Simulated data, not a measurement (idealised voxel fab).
process module | voxel ribs on slabs
cross-section cut | 155 nm wide | cells 5 nm
A cross-section is a grid of square cells, given in bands from the top down. A band is one or more rows of cells.
Each band's line starts with the height of the band's top and of its bottom, in nm. Then come its materials from left to right, each with its width in nm. One material with "throughout" fills the band from edge to edge. "air" is empty space.
Height 0 is the level under which the wafer as received is all one material. The lowest band goes on downwards, as in "0 down".
A width such as "30 to 40" changes by the same amount from each row of cells to the next, from the band's top row to its bottom row.
"no change" after a step means that no cell of the cross-section changed.
closed voids: empty space of 8 cells or more with no open way to the top, each as width x height at its distance from the left edge, in nm
after a step's settings: what the simulator itself notes on the step
overlay nm, on a step with a mask: how far to the right of its planned place the mask lay; to the left if negative
plan
1 op RECEIVE | material Si
2 op DIRECTIONAL_DEP | material SiO2 | thk nm 25
3 op DIRECTIONAL_DEP | material SiN | thk nm 20
4 op DIRECTIONAL_DEP | material aC | thk nm 10
5 op PATTERN | tone cover | mask id RIB | material resist | width nm 30 | thk nm 25 | overlay nm 0
6 op DIRECTIONAL_ETCH | etch materials aC | depth nm 10
7 op STRIP | etch materials resist
8 op DIRECTIONAL_ETCH | etch materials SiN | depth nm 5
9 op STRIP | etch materials aC
10 op MASKED_ETCH | tone cover | mask id SLAB | width nm 90 | etch materials SiN | depth nm 15 | overlay nm 0
11 op FILL_DEP | material SiO2 | thk nm 25
12 op CMP | height nm 60
13 op DIRECTIONAL_DEP | material W | thk nm 5
14 op DIRECTIONAL_DEP | material aC | thk nm 15
15 op PATTERN | tone cover | mask id HEATER | material resist | width nm 40 | thk nm 30 | overlay nm 0
16 op DIRECTIONAL_ETCH | etch materials aC | depth nm 15
17 op STRIP | etch materials resist
18 op DIRECTIONAL_ETCH | etch materials W | depth nm 5
19 op STRIP | etch materials aC
20 op CONFORMAL_DEP | material SiO2 | thk nm 10
first wafer, as planned
as received, after step 1
  0 down: Si throughout
  closed voids: none
after step 2
  25 to 0: SiO2 throughout
  below 0: unchanged
after step 3
  45 to 25: SiN throughout
  below 25: unchanged
after step 4
  55 to 45: aC throughout
  below 45: unchanged
after step 5
  80 to 55: air 60 | resist 30 | air 65
  below 55: unchanged
after step 6
  70 to 55: air 60 | resist 30 | air 65
  55 to 45: air 60 | aC 30 | air 65
  below 45: unchanged
after step 7
  55 to 45: air 60 | aC 30 | air 65
  below 45: unchanged
after step 8
  55 to 45: air 60 | aC 30 | air 65
  45 to 40: air 60 | SiN 30 | air 65
  below 40: unchanged
after step 9
  45 to 40: air 60 | SiN 30 | air 65
  below 40: unchanged
after step 10
  45 to 40: air 60 | SiN 30 | air 65
  40 to 25: air 30 | SiN 90 | air 35
  below 25: unchanged
after step 11
  70 to 45: SiO2 throughout
  45 to 40: SiO2 60 | SiN 30 | SiO2 65
  40 to 25: SiO2 30 | SiN 90 | SiO2 35
  below 25: unchanged
after step 12
  60 to 45: SiO2 throughout
  below 45: unchanged
after step 13
  65 to 60: W throughout
  below 60: unchanged
after step 14
  80 to 65: aC throughout
  below 65: unchanged
after step 15
  110 to 80: air 55 | resist 40 | air 60
  below 80: unchanged
after step 16
  95 to 80: air 55 | resist 40 | air 60
  80 to 65: air 55 | aC 40 | air 60
  below 65: unchanged
after step 17
  80 to 65: air 55 | aC 40 | air 60
  below 65: unchanged
after step 18
  80 to 65: air 55 | aC 40 | air 60
  65 to 60: air 55 | W 40 | air 60
  below 60: unchanged
after step 19
  65 to 60: air 55 | W 40 | air 60
  below 60: unchanged
after step 20
  75 to 70: air 45 | SiO2 60 | air 50
  70 to 65: SiO2 throughout
  65 to 60: SiO2 55 | W 40 | SiO2 60
  below 60: unchanged
second wafer: like start, like plan, one mistake. Through step 1 it matches the first wafer
when step 2 should have ended
  50 to 0: SiO2 throughout
  below 0: unchanged
when step 3 should have ended
  70 to 50: SiN throughout
  below 50: unchanged
when step 4 should have ended
  80 to 70: aC throughout
  below 70: unchanged
when step 5 should have ended
  105 to 80: air 60 | resist 30 | air 65
  below 80: unchanged
when step 6 should have ended
  95 to 80: air 60 | resist 30 | air 65
  80 to 70: air 60 | aC 30 | air 65
  below 70: unchanged
when step 7 should have ended
  80 to 70: air 60 | aC 30 | air 65
  below 70: unchanged
when step 8 should have ended
  80 to 70: air 60 | aC 30 | air 65
  70 to 65: air 60 | SiN 30 | air 65
  below 65: unchanged
when step 9 should have ended
  70 to 65: air 60 | SiN 30 | air 65
  below 65: unchanged
when step 10 should have ended
  70 to 65: air 60 | SiN 30 | air 65
  65 to 50: air 30 | SiN 90 | air 35
  below 50: unchanged
when step 11 should have ended
  95 to 70: SiO2 throughout
  70 to 65: SiO2 60 | SiN 30 | SiO2 65
  65 to 50: SiO2 30 | SiN 90 | SiO2 35
  below 50: unchanged
when step 12 should have ended
  60 to 50: SiO2 30 | SiN 90 | SiO2 35
  below 50: unchanged
when step 13 should have ended
  65 to 60: W throughout
  below 60: unchanged
when step 14 should have ended
  80 to 65: aC throughout
  below 65: unchanged
when step 15 should have ended
  110 to 80: air 55 | resist 40 | air 60
  below 80: unchanged
when step 16 should have ended
  95 to 80: air 55 | resist 40 | air 60
  80 to 65: air 55 | aC 40 | air 60
  below 65: unchanged
when step 17 should have ended
  80 to 65: air 55 | aC 40 | air 60
  below 65: unchanged
when step 18 should have ended
  80 to 65: air 55 | aC 40 | air 60
  65 to 60: air 55 | W 40 | air 60
  below 60: unchanged
when step 19 should have ended
  65 to 60: air 55 | W 40 | air 60
  below 60: unchanged
when step 20 should have ended
  75 to 70: air 45 | SiO2 60 | air 50
  70 to 65: SiO2 throughout
  65 to 60: SiO2 55 | W 40 | SiO2 60
  below 60: unchanged
what went wrong: step 2 was run twice
at the end the second wafer has, in cells: 24 fewer of SiN | 24 more of SiO2
